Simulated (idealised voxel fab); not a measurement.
Process module name: voxel wiring stack
Section cut is 140 nm wide and gridded with 5 nm square cells.
Bands, listed from the top down, are how a cross-section gets written in this document; the cross-section itself is a grid of square cells, and a band is one or more rows of them. Each band's line starts with the height of the band's top and of its bottom, in nm. Then come its materials from left to right, each with its width in nm. One material with "all across" fills the band from edge to edge. "air" is empty space. We count height from 0. Below that, the starting wafer is all one material. The lowest band never ends at the bottom but goes on down; see "top 0, no bottom" for how that is written. Per-row width for "30->40": begins at first number (top row of band), ends at second number (bottom row), increment between rows held constant. "remained unchanged" for a step: no cell of the cross-section changed in that step. "Catalogued sealed voids" contains a list of empty spaces, each no smaller than 8 cells and without an open way to the top, written in the form width x height at distance with the distance from the left edge and all three in nm. On a step's line, text after the settings is the simulator commenting on that step. If you see "overlay nm" on a step's line and that step has a mask, it's telling you how far right of where it was planned the mask ended up; a negative number means it went left instead. Reading guide: pairs of cross-sections, before and after one process step; after view cut off at lowest changed band; step and settings listed under each pair. Pairs may stem from different runs of this module on the same starting wafer; continuity with the pair above only where the "Prior to step" entry states it.

Prior to step:
	top 0, no bottom  Si all across
	Catalogued sealed voids: none

Resulting Structure:
	top 10, bottom 0  SiO2 all across
	Below 0, the layers are the same as they were.
	Catalogued sealed voids: none
Operation between the pre and post cross-sections above: op CONFORMAL_DEP | material SiO2 | thk nm 10

Prior to step: as in the pair right above, post-step view.

Resulting Structure:
	top 15, bottom 10  SiCN all across
	Below 10, the layers are the same as they were.
	Catalogued sealed voids: none
Operation between the pre and post cross-sections above: op CONFORMAL_DEP | material SiCN | thk nm 5

Prior to step: as in the pair right above, post-step view.

Resulting Structure:
	top 40, bottom 15  SiO2 all across
	Below 15, the layers are the same as they were.
	Catalogued sealed voids: none
Operation between the pre and post cross-sections above: op DIRECTIONAL_DEP | material SiO2 | thk nm 25

Prior to step: as in the pair right above, post-step view.

Resulting Structure:
	top 40, bottom 15  25 of SiO2 / 20 of air / 15 of SiO2 / 20 of air / 15 of SiO2 / 20 of air / 25 of SiO2
	Below 15, the layers are the same as they were.
	Catalogued sealed voids: none
Operation between the pre and post cross-sections above: op MASKED_ETCH | tone open | mask id METAL_1 | width nm 20 | pitch nm 35 | etch materials SiO2 | depth nm 25 | overlay nm 0

Prior to step: as in the pair right above, post-step view.

Resulting Structure:
	top 40, bottom 15  25 of SiO2 / 20 of air / 15 of SiO2 / 20 of air / 15 of SiO2 / 20 of air / 25 of SiO2
	top 15, bottom 10  25 of SiCN / 20 of air / 15 of SiCN / 20 of air / 15 of SiCN / 20 of air / 25 of SiCN
	Below 10, the layers are the same as they were.
	Catalogued sealed voids: none
Operation between the pre and post cross-sections above: op MASKED_ETCH | tone open | mask id METAL_1 | width nm 20 | pitch nm 35 | etch materials SiCN | depth nm 5 | overlay nm 0

Prior to step: as in the pair right above, post-step view.

Resulting Structure:
	top 45, bottom 40  30 of TiN / 10 of air / 25 of TiN / 10 of air / 25 of TiN / 10 of air / 30 of TiN
	top 40, bottom 15  25 of SiO2 / 5 of TiN / 10 of air / 5 of TiN / 15 of SiO2 / 5 of TiN / 10 of air / 5 of TiN / 15 of SiO2 / 5 of TiN / 10 of air / 5 of TiN / 25 of SiO2
	top 15, bottom 10  25 of SiCN / 20 of TiN / 15 of SiCN / 20 of TiN / 15 of SiCN / 20 of TiN / 25 of SiCN
	Below 10, the layers are the same as they were.
	Catalogued sealed voids: none
Operation between the pre and post cross-sections above: op CONFORMAL_DEP | material TiN | thk nm 5

Prior to step: as in the pair right above, post-step view.

Resulting Structure:
	top 55, bottom 45  W all across
	top 45, bottom 40  30 of TiN / 10 of W / 25 of TiN / 10 of W / 25 of TiN / 10 of W / 30 of TiN
	top 40, bottom 15  25 of SiO2 / 5 of TiN / 10 of W / 5 of TiN / 15 of SiO2 / 5 of TiN / 10 of W / 5 of TiN / 15 of SiO2 / 5 of TiN / 10 of W / 5 of TiN / 25 of SiO2
	Below 15, the layers are the same as they were.
	Catalogued sealed voids: none
Operation between the pre and post cross-sections above: op FILL_DEP | material W | thk nm 10

Prior to step: as in the pair right above, post-step view.

Resulting Structure:
	top 40, bottom 15  25 of SiO2 / 5 of TiN / 10 of W / 5 of TiN / 15 of SiO2 / 5 of TiN / 10 of W / 5 of TiN / 15 of SiO2 / 5 of TiN / 10 of W / 5 of TiN / 25 of SiO2
	Below 15, the layers are the same as they were.
	Catalogued sealed voids: none
Operation between the pre and post cross-sections above: op CMP | height nm 40

Prior to step: as in the pair right above, post-step view.

Resulting Structure:
	top 45, bottom 40  20 of air / 30 of Ru / 5 of air / 30 of Ru / 5 of air / 30 of Ru / 20 of air
	Below 40, the layers are the same as they were.
	Catalogued sealed voids: none
Operation between the pre and post cross-sections above: op EPI | material Ru | thk nm 5

Prior to step: as in the pair right above, post-step view.

Resulting Structure:
	top 50, bottom 45  SiCN all across
	top 45, bottom 40  20 of SiCN / 30 of Ru / 5 of SiCN / 30 of Ru / 5 of SiCN / 30 of Ru / 20 of SiCN
	Below 40, the layers are the same as they were.
	Catalogued sealed voids: none
Operation between the pre and post cross-sections above: op FILL_DEP | material SiCN | thk nm 5

Prior to step: as in the pair right above, post-step view.

Resulting Structure:
	top 60, bottom 50  lowk all across
	Below 50, the layers are the same as they were.
	Catalogued sealed voids: none
Operation between the pre and post cross-sections above: op DIRECTIONAL_DEP | material lowk | thk nm 10

Prior to step: as in the pair right above, post-step view.

Resulting Structure:
	top 80, bottom 60  25 of resist / 15 of air / 55 of resist / 15 of air / 30 of resist
	Below 60, the layers are the same as they were.
	Catalogued sealed voids: none
Operation between the pre and post cross-sections above: op PATTERN | tone open | mask id PLUG_1 | material resist | width nm 15 | pitch nm 70 | thk nm 20 | overlay nm 0

Prior to step: as in the pair right above, post-step view.

Resulting Structure:
	top 80, bottom 60  25 of resist / 15 of air / 55 of resist / 15 of air / 30 of resist
	top 60, bottom 50  25 of lowk / 15 of air / 55 of lowk / 15 of air / 30 of lowk
	Below 50, the layers are the same as they were.
	Catalogued sealed voids: none
Operation between the pre and post cross-sections above: op DIRECTIONAL_ETCH | etch materials lowk | depth nm 10

Prior to step: as in the pair right above, post-step view.

Resulting Structure:
	top 80, bottom 60  25 of resist / 15 of air / 55 of resist / 15 of air / 30 of resist
	top 60, bottom 50  25 of lowk / 15 of air / 55 of lowk / 15 of air / 30 of lowk
	top 50, bottom 45  25 of SiCN / 15 of air / 55 of SiCN / 15 of air / 30 of SiCN
	Below 45, the layers are the same as they were.
	Catalogued sealed voids: none
Operation between the pre and post cross-sections above: op DIRECTIONAL_ETCH | etch materials SiCN | depth nm 5

Prior to step: as in the pair right above, post-step view.

Resulting Structure:
	top 60, bottom 50  25 of lowk / 15 of air / 55 of lowk / 15 of air / 30 of lowk
	Below 50, the layers are the same as they were.
	Catalogued sealed voids: none
Operation between the pre and post cross-sections above: op STRIP | etch materials resist

Prior to step: as in the pair right above, post-step view.

Resulting Structure:
	top 65, bottom 60  30 of TiN / 5 of air / 65 of TiN / 5 of air / 35 of TiN
	top 60, bottom 50  25 of lowk / 5 of TiN / 5 of air / 5 of TiN / 55 of lowk / 5 of TiN / 5 of air / 5 of TiN / 30 of lowk
	top 50, bottom 45  25 of SiCN / 15 of TiN / 55 of SiCN / 15 of TiN / 30 of SiCN
	Below 45, the layers are the same as they were.
	Catalogued sealed voids: none
Operation between the pre and post cross-sections above: op CONFORMAL_DEP | material TiN | thk nm 5

Prior to step: as in the pair right above, post-step view.

Resulting Structure:
	top 70, bottom 65  W all across
	top 65, bottom 60  30 of TiN / 5 of W / 65 of TiN / 5 of W / 35 of TiN
	top 60, bottom 50  25 of lowk / 5 of TiN / 5 of W / 5 of TiN / 55 of lowk / 5 of TiN / 5 of W / 5 of TiN / 30 of lowk
	Below 50, the layers are the same as they were.
	Catalogued sealed voids: none
Operation between the pre and post cross-sections above: op FILL_DEP | material W | thk nm 5

Prior to step: as in the pair right above, post-step view.

Resulting Structure:
	top 60, bottom 50  25 of lowk / 5 of TiN / 5 of W / 5 of TiN / 55 of lowk / 5 of TiN / 5 of W / 5 of TiN / 30 of lowk
	Below 50, the layers are the same as they were.
	Catalogued sealed voids: none
Operation between the pre and post cross-sections above: op CMP | height nm 60

Prior to step: as in the pair right above, post-step view.

Resulting Structure:
	top 65, bottom 60  TiN all across
	Below 60, the layers are the same as they were.
	Catalogued sealed voids: none
Operation between the pre and post cross-sections above: op DIRECTIONAL_DEP | material TiN | thk nm 5

Prior to step: as in the pair right above, post-step view.

Resulting Structure:
	top 85, bottom 65  Ru all across
	Below 65, the layers are the same as they were.
	Catalogued sealed voids: none
Operation between the pre and post cross-sections above: op DIRECTIONAL_DEP | material Ru | thk nm 20

Prior to step: as in the pair right above, post-step view.

Resulting Structure:
	top 85, bottom 65  25 of air / 20 of Ru / 15 of air / 20 of Ru / 15 of air / 20 of Ru / 25 of air
	Below 65, the layers are the same as they were.
	Catalogued sealed voids: none
Operation between the pre and post cross-sections above: op MASKED_ETCH | tone cover | mask id METAL_2 | width nm 20 | pitch nm 35 | etch materials Ru | depth nm 20 | overlay nm 0

Prior to step: as in the pair right above, post-step view.

Resulting Structure:
	top 85, bottom 65  25 of air / 20 of Ru / 15 of air / 20 of Ru / 15 of air / 20 of Ru / 25 of air
	top 65, bottom 60  25 of air / 20 of TiN / 15 of air / 20 of TiN / 15 of air / 20 of TiN / 25 of air
	Below 60, the layers are the same as they were.
	Catalogued sealed voids: none
Operation between the pre and post cross-sections above: op MASKED_ETCH | tone cover | mask id METAL_2 | width nm 20 | pitch nm 35 | etch materials TiN | depth nm 5 | overlay nm 0

Prior to step: as in the pair right above, post-step view.

Resulting Structure:
	top 90, bottom 85  20 of air / 30 of SiN / 5 of air / 30 of SiN / 5 of air / 30 of SiN / 20 of air
	top 85, bottom 65  20 of air / 5 of SiN / 20 of Ru / 5 of SiN / 5 of air / 5 of SiN / 20 of Ru / 5 of SiN / 5 of air / 5 of SiN / 20 of Ru / 5 of SiN / 20 of air
	top 65, bottom 60  25 of SiN / 20 of TiN / 15 of SiN / 20 of TiN / 15 of SiN / 20 of TiN / 25 of SiN
	Below 60, the layers are the same as they were.
	Catalogued sealed voids: none
Operation between the pre and post cross-sections above: op CONFORMAL_DEP | material SiN | thk nm 5

Prior to step: as in the pair right above, post-step view.

Resulting Structure:
	top 100, bottom 90  lowk all across
	top 90, bottom 85  20 of lowk / 30 of SiN / 5 of lowk / 30 of SiN / 5 of lowk / 30 of SiN / 20 of lowk
	top 85, bottom 65  20 of lowk / 5 of SiN / 20 of Ru / 5 of SiN / 5 of lowk / 5 of SiN / 20 of Ru / 5 of SiN / 5 of lowk / 5 of SiN / 20 of Ru / 5 of SiN / 20 of lowk
	Below 65, the layers are the same as they were.
	Catalogued sealed voids: none
Operation between the pre and post cross-sections above: op FILL_DEP | material lowk | thk nm 10

Prior to step: as in the pair right above, post-step view.

Resulting Structure:
	top 85, bottom 65  20 of lowk / 5 of SiN / 20 of Ru / 5 of SiN / 5 of lowk / 5 of SiN / 20 of Ru / 5 of SiN / 5 of lowk / 5 of SiN / 20 of Ru / 5 of SiN / 20 of lowk
	Below 65, the layers are the same as they were.
	Catalogued sealed voids: none
Operation between the pre and post cross-sections above: op CMP | height nm 85

Prior to step: as in the pair right above, post-step view.

Resulting Structure:
	top 90, bottom 85  SiCN all across
	Below 85, the layers are the same as they were.
	Catalogued sealed voids: none
Operation between the pre and post cross-sections above: op CONFORMAL_DEP | material SiCN | thk nm 5

Prior to step: as in the pair right above, post-step view.

Resulting Structure:
	top 125, bottom 90  SiO2 all across
	Below 90, the layers are the same as they were.
	Catalogued sealed voids: none
Operation between the pre and post cross-sections above: op DIRECTIONAL_DEP | material SiO2 | thk nm 35

Prior to step: as in the pair right above, post-step view.

Resulting Structure:
	top 140, bottom 125  25 of resist / 20 of air / 15 of resist / 20 of air / 15 of resist / 20 of air / 25 of resist
	Below 125, the layers are the same as they were.
	Catalogued sealed voids: none
Operation between the pre and post cross-sections above: op PATTERN | tone open | mask id METAL_3 | material resist | width nm 20 | pitch nm 35 | thk nm 15 | overlay nm 0

Prior to step: as in the pair right above, post-step view.

Resulting Structure:
	top 140, bottom 125  25 of resist / 20 of air / 15 of resist / 20 of air / 15 of resist / 20 of air / 25 of resist
	top 125, bottom 105  25 of SiO2 / 20 of air / 15 of SiO2 / 20 of air / 15 of SiO2 / 20 of air / 25 of SiO2
	Below 105, the layers are the same as they were.
	Catalogued sealed voids: none
Operation between the pre and post cross-sections above: op DIRECTIONAL_ETCH | etch materials SiO2 | depth nm 20

Prior to step: as in the pair right above, post-step view.

Resulting Structure:
	top 125, bottom 105  25 of SiO2 / 20 of air / 15 of SiO2 / 20 of air / 15 of SiO2 / 20 of air / 25 of SiO2
	Below 105, the layers are the same as they were.
	Catalogued sealed voids: none
Operation between the pre and post cross-sections above: op STRIP | etch materials resist

Prior to step: as in the pair right above, post-step view.

Resulting Structure:
	top 140, bottom 125  25 of resist / 15 of air / 20 of resist / 15 of air / 20 of resist / 15 of air / 30 of resist
	top 125, bottom 105  25 of SiO2 / 15 of air / 5 of resist / 15 of SiO2 / 15 of air / 5 of resist / 15 of SiO2 / 15 of air / 5 of resist / 25 of SiO2
	Below 105, the layers are the same as they were.
	Catalogued sealed voids: none
Operation between the pre and post cross-sections above: op PATTERN | tone open | mask id METAL_3_HOLES | material resist | width nm 15 | pitch nm 35 | thk nm 15 | overlay nm 0

Prior to step: as in the pair right above, post-step view.

Resulting Structure:
	top 140, bottom 125  25 of resist / 15 of air / 20 of resist / 15 of air / 20 of resist / 15 of air / 30 of resist
	top 125, bottom 105  25 of SiO2 / 15 of air / 5 of resist / 15 of SiO2 / 15 of air / 5 of resist / 15 of SiO2 / 15 of air / 5 of resist / 25 of SiO2
	top 105, bottom 90  25 of SiO2 / 15 of air / 20 of SiO2 / 15 of air / 20 of SiO2 / 15 of air / 30 of SiO2
	Below 90, the layers are the same as they were.
	Catalogued sealed voids: none
Operation between the pre and post cross-sections above: op DIRECTIONAL_ETCH | etch materials SiO2 | depth nm 15

Prior to step: as in the pair right above, post-step view.

Resulting Structure:
	top 140, bottom 125  25 of resist / 15 of air / 20 of resist / 15 of air / 20 of resist / 15 of air / 30 of resist
	top 125, bottom 105  25 of SiO2 / 15 of air / 5 of resist / 15 of SiO2 / 15 of air / 5 of resist / 15 of SiO2 / 15 of air / 5 of resist / 25 of SiO2
	top 105, bottom 90  25 of SiO2 / 15 of air / 20 of SiO2 / 15 of air / 20 of SiO2 / 15 of air / 30 of SiO2
	top 90, bottom 85  25 of SiCN / 15 of air / 20 of SiCN / 15 of air / 20 of SiCN / 15 of air / 30 of SiCN
	Below 85, the layers are the same as they were.
	Catalogued sealed voids: none
Operation between the pre and post cross-sections above: op DIRECTIONAL_ETCH | etch materials SiCN | depth nm 5

Prior to step: as in the pair right above, post-step view.

Resulting Structure:
	top 125, bottom 105  25 of SiO2 / 20 of air / 15 of SiO2 / 20 of air / 15 of SiO2 / 20 of air / 25 of SiO2
	Below 105, the layers are the same as they were.
	Catalogued sealed voids: none
Operation between the pre and post cross-sections above: op STRIP | etch materials resist

Prior to step: as in the pair right above, post-step view.

Resulting Structure:
	top 130, bottom 125  30 of TiN / 10 of air / 25 of TiN / 10 of air / 25 of TiN / 10 of air / 30 of TiN
	top 125, bottom 110  25 of SiO2 / 5 of TiN / 10 of air / 5 of TiN / 15 of SiO2 / 5 of TiN / 10 of air / 5 of TiN / 15 of SiO2 / 5 of TiN / 10 of air / 5 of TiN / 25 of SiO2
	top 110, bottom 105  25 of SiO2 / 5 of TiN / 5 of air / 10 of TiN / 15 of SiO2 / 5 of TiN / 5 of air / 10 of TiN / 15 of SiO2 / 5 of TiN / 5 of air / 10 of TiN / 25 of SiO2
	top 105, bottom 90  25 of SiO2 / 5 of TiN / 5 of air / 5 of TiN / 20 of SiO2 / 5 of TiN / 5 of air / 5 of TiN / 20 of SiO2 / 5 of TiN / 5 of air / 5 of TiN / 30 of SiO2
	top 90, bottom 85  25 of SiCN / 15 of TiN / 20 of SiCN / 15 of TiN / 20 of SiCN / 15 of TiN / 30 of SiCN
	Below 85, the layers are the same as they were.
	Catalogued sealed voids: none
Operation between the pre and post cross-sections above: op CONFORMAL_DEP | material TiN | thk nm 5

Prior to step: as in the pair right above, post-step view.

Resulting Structure:
	top 140, bottom 130  Cu all across
	top 130, bottom 125  30 of TiN / 10 of Cu / 25 of TiN / 10 of Cu / 25 of TiN / 10 of Cu / 30 of TiN
	top 125, bottom 110  25 of SiO2 / 5 of TiN / 10 of Cu / 5 of TiN / 15 of SiO2 / 5 of TiN / 10 of Cu / 5 of TiN / 15 of SiO2 / 5 of TiN / 10 of Cu / 5 of TiN / 25 of SiO2
	top 110, bottom 105  25 of SiO2 / 5 of TiN / 5 of Cu / 10 of TiN / 15 of SiO2 / 5 of TiN / 5 of Cu / 10 of TiN / 15 of SiO2 / 5 of TiN / 5 of Cu / 10 of TiN / 25 of SiO2
	top 105, bottom 90  25 of SiO2 / 5 of TiN / 5 of Cu / 5 of TiN / 20 of SiO2 / 5 of TiN / 5 of Cu / 5 of TiN / 20 of SiO2 / 5 of TiN / 5 of Cu / 5 of TiN / 30 of SiO2
	Below 90, the layers are the same as they were.
	Catalogued sealed voids: none
Operation between the pre and post cross-sections above: op FILL_DEP | material Cu | thk nm 10

Prior to step: as in the pair right above, post-step view.

Resulting Structure:
	top 125, bottom 110  25 of SiO2 / 5 of TiN / 10 of Cu / 5 of TiN / 15 of SiO2 / 5 of TiN / 10 of Cu / 5 of TiN / 15 of SiO2 / 5 of TiN / 10 of Cu / 5 of TiN / 25 of SiO2
	Below 110, the layers are the same as they were.
	Catalogued sealed voids: none
Operation between the pre and post cross-sections above: op CMP | height nm 125

Prior to step: as in the pair right above, post-step view.

Resulting Structure:
	top 130, bottom 125  SiN all across
	Below 125, the layers are the same as they were.
	Catalogued sealed voids: none
Operation between the pre and post cross-sections above: op CONFORMAL_DEP | material SiN | thk nm 5

Prior to step:
	top 140, bottom 130  Cu all across
	top 130, bottom 125  30 of TiN / 10 of Cu / 25 of TiN / 10 of Cu / 25 of TiN / 10 of Cu / 30 of TiN
	top 125, bottom 110  25 of SiO2 / 5 of TiN / 10 of Cu / 5 of TiN / 15 of SiO2 / 5 of TiN / 10 of Cu / 5 of TiN / 15 of SiO2 / 5 of TiN / 10 of Cu / 5 of TiN / 25 of SiO2
	top 110, bottom 105  25 of SiO2 / 5 of TiN / 5 of Cu / 10 of TiN / 15 of SiO2 / 5 of TiN / 5 of Cu / 10 of TiN / 15 of SiO2 / 5 of TiN / 5 of Cu / 10 of TiN / 25 of SiO2
	top 105, bottom 90  25 of SiO2 / 5 of TiN / 5 of Cu / 5 of TiN / 20 of SiO2 / 5 of TiN / 5 of Cu / 5 of TiN / 20 of SiO2 / 5 of TiN / 5 of Cu / 5 of TiN / 30 of SiO2
	top 90, bottom 85  25 of SiCN / 15 of TiN / 20 of SiCN / 15 of TiN / 20 of SiCN / 15 of TiN / 30 of SiCN
	top 85, bottom 65  20 of lowk / 5 of SiN / 20 of Ru / 5 of SiN / 5 of lowk / 5 of SiN / 20 of Ru / 5 of SiN / 5 of lowk / 5 of SiN / 20 of Ru / 5 of SiN / 20 of lowk
	top 65, bottom 60  25 of SiN / 20 of TiN / 15 of SiN / 20 of TiN / 15 of SiN / 20 of TiN / 25 of SiN
	top 60, bottom 50  25 of lowk / 5 of TiN / 5 of W / 5 of TiN / 55 of lowk / 5 of TiN / 5 of W / 5 of TiN / 30 of lowk
	top 50, bottom 45  25 of SiCN / 15 of TiN / 55 of SiCN / 15 of TiN / 30 of SiCN
	top 45, bottom 40  20 of SiCN / 30 of Ru / 5 of SiCN / 30 of Ru / 5 of SiCN / 30 of Ru / 20 of SiCN
	top 40, bottom 15  25 of SiO2 / 5 of TiN / 10 of W / 5 of TiN / 15 of SiO2 / 5 of TiN / 10 of W / 5 of TiN / 15 of SiO2 / 5 of TiN / 10 of W / 5 of TiN / 25 of SiO2
	top 15, bottom 10  25 of SiCN / 20 of TiN / 15 of SiCN / 20 of TiN / 15 of SiCN / 20 of TiN / 25 of SiCN
	top 10, bottom 0  SiO2 all across
	top 0, no bottom  Si all across
	Catalogued sealed voids: none

Resulting Structure:
	top 145, bottom 140  SiN all across
	Below 140, the layers are the same as they were.
	Catalogued sealed voids: none
Operation between the pre and post cross-sections above: op CONFORMAL_DEP | material SiN | thk nm 5

Prior to step:
	top 140, bottom 125  25 of resist / 20 of air / 15 of resist / 20 of air / 15 of resist / 20 of air / 25 of resist
	top 125, bottom 105  25 of SiO2 / 20 of air / 15 of SiO2 / 20 of air / 15 of SiO2 / 20 of air / 25 of SiO2
	top 105, bottom 90  SiO2 all across
	top 90, bottom 85  SiCN all across
	top 85, bottom 65  20 of lowk / 5 of SiN / 20 of Ru / 5 of SiN / 5 of lowk / 5 of SiN / 20 of Ru / 5 of SiN / 5 of lowk / 5 of SiN / 20 of Ru / 5 of SiN / 20 of lowk
	top 65, bottom 60  25 of SiN / 20 of TiN / 15 of SiN / 20 of TiN / 15 of SiN / 20 of TiN / 25 of SiN
	top 60, bottom 50  25 of lowk / 5 of TiN / 5 of W / 5 of TiN / 55 of lowk / 5 of TiN / 5 of W / 5 of TiN / 30 of lowk
	top 50, bottom 45  25 of SiCN / 15 of TiN / 55 of SiCN / 15 of TiN / 30 of SiCN
	top 45, bottom 40  20 of SiCN / 30 of Ru / 5 of SiCN / 30 of Ru / 5 of SiCN / 30 of Ru / 20 of SiCN
	top 40, bottom 15  25 of SiO2 / 5 of TiN / 10 of W / 5 of TiN / 15 of SiO2 / 5 of TiN / 10 of W / 5 of TiN / 15 of SiO2 / 5 of TiN / 10 of W / 5 of TiN / 25 of SiO2
	top 15, bottom 10  25 of SiCN / 20 of TiN / 15 of SiCN / 20 of TiN / 15 of SiCN / 20 of TiN / 25 of SiCN
	top 10, bottom 0  SiO2 all across
	top 0, no bottom  Si all across
	Catalogued sealed voids: none

Resulting Structure:
	top 140, bottom 125  25 of resist / 20 of air / 15 of resist / 20 of air / 15 of resist / 20 of air / 25 of resist
	top 125, bottom 90  25 of SiO2 / 20 of air / 15 of SiO2 / 20 of air / 15 of SiO2 / 20 of air / 25 of SiO2
	Below 90, the layers are the same as they were.
	Catalogued sealed voids: none
Operation between the pre and post cross-sections above: op DIRECTIONAL_ETCH | etch materials SiO2 | depth nm 20

Prior to step: as in the pair right above, post-step view.

Resulting Structure:
	top 125, bottom 90  25 of SiO2 / 20 of air / 15 of SiO2 / 20 of air / 15 of SiO2 / 20 of air / 25 of SiO2
	Below 90, the layers are the same as they were.
	Catalogued sealed voids: none
Operation between the pre and post cross-sections above: op STRIP | etch materials resist

Prior to step: as in the pair right above, post-step view.

Resulting Structure:
	top 140, bottom 125  25 of resist / 15 of air / 20 of resist / 15 of air / 20 of resist / 15 of air / 30 of resist
	top 125, bottom 90  25 of SiO2 / 15 of air / 5 of resist / 15 of SiO2 / 15 of air / 5 of resist / 15 of SiO2 / 15 of air / 5 of resist / 25 of SiO2
	Below 90, the layers are the same as they were.
	Catalogued sealed voids: none
Operation between the pre and post cross-sections above: op PATTERN | tone open | mask id METAL_3_HOLES | material resist | width nm 15 | pitch nm 35 | thk nm 15 | overlay nm 0

Prior to step: as in the pair right above, post-step view.

Resulting Structure:
	top 140, bottom 125  25 of resist / 15 of air / 20 of resist / 15 of air / 20 of resist / 15 of air / 30 of resist
	top 125, bottom 90  25 of SiO2 / 15 of air / 5 of resist / 15 of SiO2 / 15 of air / 5 of resist / 15 of SiO2 / 15 of air / 5 of resist / 25 of SiO2
	top 90, bottom 85  25 of SiCN / 15 of air / 20 of SiCN / 15 of air / 20 of SiCN / 15 of air / 30 of SiCN
	Below 85, the layers are the same as they were.
	Catalogued sealed voids: none
Operation between the pre and post cross-sections above: op DIRECTIONAL_ETCH | etch materials SiCN | depth nm 5

Prior to step: as in the pair right above, post-step view.

Resulting Structure:
	top 125, bottom 90  25 of SiO2 / 20 of air / 15 of SiO2 / 20 of air / 15 of SiO2 / 20 of air / 25 of SiO2
	Below 90, the layers are the same as they were.
	Catalogued sealed voids: none
Operation between the pre and post cross-sections above: op STRIP | etch materials resist

Prior to step: as in the pair right above, post-step view.

Resulting Structure:
	top 130, bottom 125  30 of TiN / 10 of air / 25 of TiN / 10 of air / 25 of TiN / 10 of air / 30 of TiN
	top 125, bottom 95  25 of SiO2 / 5 of TiN / 10 of air / 5 of TiN / 15 of SiO2 / 5 of TiN / 10 of air / 5 of TiN / 15 of SiO2 / 5 of TiN / 10 of air / 5 of TiN / 25 of SiO2
	top 95, bottom 90  25 of SiO2 / 5 of TiN / 5 of air / 10 of TiN / 15 of SiO2 / 5 of TiN / 5 of air / 10 of TiN / 15 of SiO2 / 5 of TiN / 5 of air / 10 of TiN / 25 of SiO2
	top 90, bottom 85  25 of SiCN / 15 of TiN / 20 of SiCN / 15 of TiN / 20 of SiCN / 15 of TiN / 30 of SiCN
	Below 85, the layers are the same as they were.
	Catalogued sealed voids: none
Operation between the pre and post cross-sections above: op CONFORMAL_DEP | material TiN | thk nm 5

Prior to step: as in the pair right above, post-step view.

Resulting Structure:
	top 140, bottom 130  Cu all across
	top 130, bottom 125  30 of TiN / 10 of Cu / 25 of TiN / 10 of Cu / 25 of TiN / 10 of Cu / 30 of TiN
	top 125, bottom 95  25 of SiO2 / 5 of TiN / 10 of Cu / 5 of TiN / 15 of SiO2 / 5 of TiN / 10 of Cu / 5 of TiN / 15 of SiO2 / 5 of TiN / 10 of Cu / 5 of TiN / 25 of SiO2
	top 95, bottom 90  25 of SiO2 / 5 of TiN / 5 of Cu / 10 of TiN / 15 of SiO2 / 5 of TiN / 5 of Cu / 10 of TiN / 15 of SiO2 / 5 of TiN / 5 of Cu / 10 of TiN / 25 of SiO2
	Below 90, the layers are the same as they were.
	Catalogued sealed voids: none
Operation between the pre and post cross-sections above: op FILL_DEP | material Cu | thk nm 10

Prior to step: as in the pair right above, post-step view.

Resulting Structure:
	top 125, bottom 95  25 of SiO2 / 5 of TiN / 10 of Cu / 5 of TiN / 15 of SiO2 / 5 of TiN / 10 of Cu / 5 of TiN / 15 of SiO2 / 5 of TiN / 10 of Cu / 5 of TiN / 25 of SiO2
	Below 95, the layers are the same as they were.
	Catalogued sealed voids: none
Operation between the pre and post cross-sections above: op CMP | height nm 125

Prior to step: as in the pair right above, post-step view.

Resulting Structure:
	top 130, bottom 125  SiN all across
	Below 125, the layers are the same as they were.
	Catalogued sealed voids: none
Operation between the pre and post cross-sections above: op CONFORMAL_DEP | material SiN | thk nm 5

Prior to step:
	top 45, bottom 40  20 of air / 30 of Ru / 5 of air / 30 of Ru / 5 of air / 30 of Ru / 20 of air
	top 40, bottom 15  25 of SiO2 / 5 of TiN / 10 of W / 5 of TiN / 15 of SiO2 / 5 of TiN / 10 of W / 5 of TiN / 15 of SiO2 / 5 of TiN / 10 of W / 5 of TiN / 25 of SiO2
	top 15, bottom 10  25 of SiCN / 20 of TiN / 15 of SiCN / 20 of TiN / 15 of SiCN / 20 of TiN / 25 of SiCN
	top 10, bottom 0  SiO2 all across
	top 0, no bottom  Si all across
	Catalogued sealed voids: none

Resulting Structure:
	top 55, bottom 50  20 of air / 30 of lowk / 5 of air / 30 of lowk / 5 of air / 30 of lowk / 20 of air
	top 50, bottom 45  lowk all across
	top 45, bottom 40  20 of lowk / 30 of Ru / 5 of lowk / 30 of Ru / 5 of lowk / 30 of Ru / 20 of lowk
	Below 40, the layers are the same as they were.
	Catalogued sealed voids: none
Operation between the pre and post cross-sections above: op DIRECTIONAL_DEP | material lowk | thk nm 10

Prior to step: as in the pair right above, post-step view.

Resulting Structure:
	top 60, bottom 55  SiCN all across
	top 55, bottom 50  20 of SiCN / 30 of lowk / 5 of SiCN / 30 of lowk / 5 of SiCN / 30 of lowk / 20 of SiCN
	Below 50, the layers are the same as they were.
	Catalogued sealed voids: none
Operation between the pre and post cross-sections above: op FILL_DEP | material SiCN | thk nm 5

Prior to step: as in the pair right above, post-step view.

Resulting Structure:
	top 80, bottom 60  25 of resist / 15 of air / 55 of resist / 15 of air / 30 of resist
	Below 60, the layers are the same as they were.
	Catalogued sealed voids: none
Operation between the pre and post cross-sections above: op PATTERN | tone open | mask id PLUG_1 | material resist | width nm 15 | pitch nm 70 | thk nm 20 | overlay nm 0

Prior to step: as in the pair right above, post-step view.

Resulting Structure:
	top 80, bottom 60  25 of resist / 15 of air / 55 of resist / 15 of air / 30 of resist
	top 60, bottom 55  25 of SiCN / 15 of air / 55 of SiCN / 15 of air / 30 of SiCN
	Below 55, the layers are the same as they were.
	Catalogued sealed voids: none
Operation between the pre and post cross-sections above: op DIRECTIONAL_ETCH | etch materials SiCN | depth nm 5

Prior to step: as in the pair right above, post-step view.

Resulting Structure:
	top 60, bottom 55  25 of SiCN / 15 of air / 55 of SiCN / 15 of air / 30 of SiCN
	Below 55, the layers are the same as they were.
	Catalogued sealed voids: none
Operation between the pre and post cross-sections above: op STRIP | etch materials resist

Prior to step: as in the pair right above, post-step view.

Resulting Structure:
	top 65, bottom 60  30 of TiN / 5 of air / 65 of TiN / 5 of air / 35 of TiN
	top 60, bottom 55  25 of SiCN / 15 of TiN / 55 of SiCN / 15 of TiN / 30 of SiCN
	Below 55, the layers are the same as they were.
	Catalogued sealed voids: none
Operation between the pre and post cross-sections above: op CONFORMAL_DEP | material TiN | thk nm 5

Prior to step: as in the pair right above, post-step view.

Resulting Structure:
	top 70, bottom 65  W all across
	top 65, bottom 60  30 of TiN / 5 of W / 65 of TiN / 5 of W / 35 of TiN
	Below 60, the layers are the same as they were.
	Catalogued sealed voids: none
Operation between the pre and post cross-sections above: op FILL_DEP | material W | thk nm 5

Prior to step: as in the pair right above, post-step view.

Resulting Structure:
	top 60, bottom 55  25 of SiCN / 15 of TiN / 55 of SiCN / 15 of TiN / 30 of SiCN
	Below 55, the layers are the same as they were.
	Catalogued sealed voids: none
Operation between the pre and post cross-sections above: op CMP | height nm 60

Prior to step: as in the pair right above, post-step view.

Resulting Structure:
	top 65, bottom 60  TiN all across
	Below 60, the layers are the same as they were.
	Catalogued sealed voids: none
Operation between the pre and post cross-sections above: op DIRECTIONAL_DEP | material TiN | thk nm 5
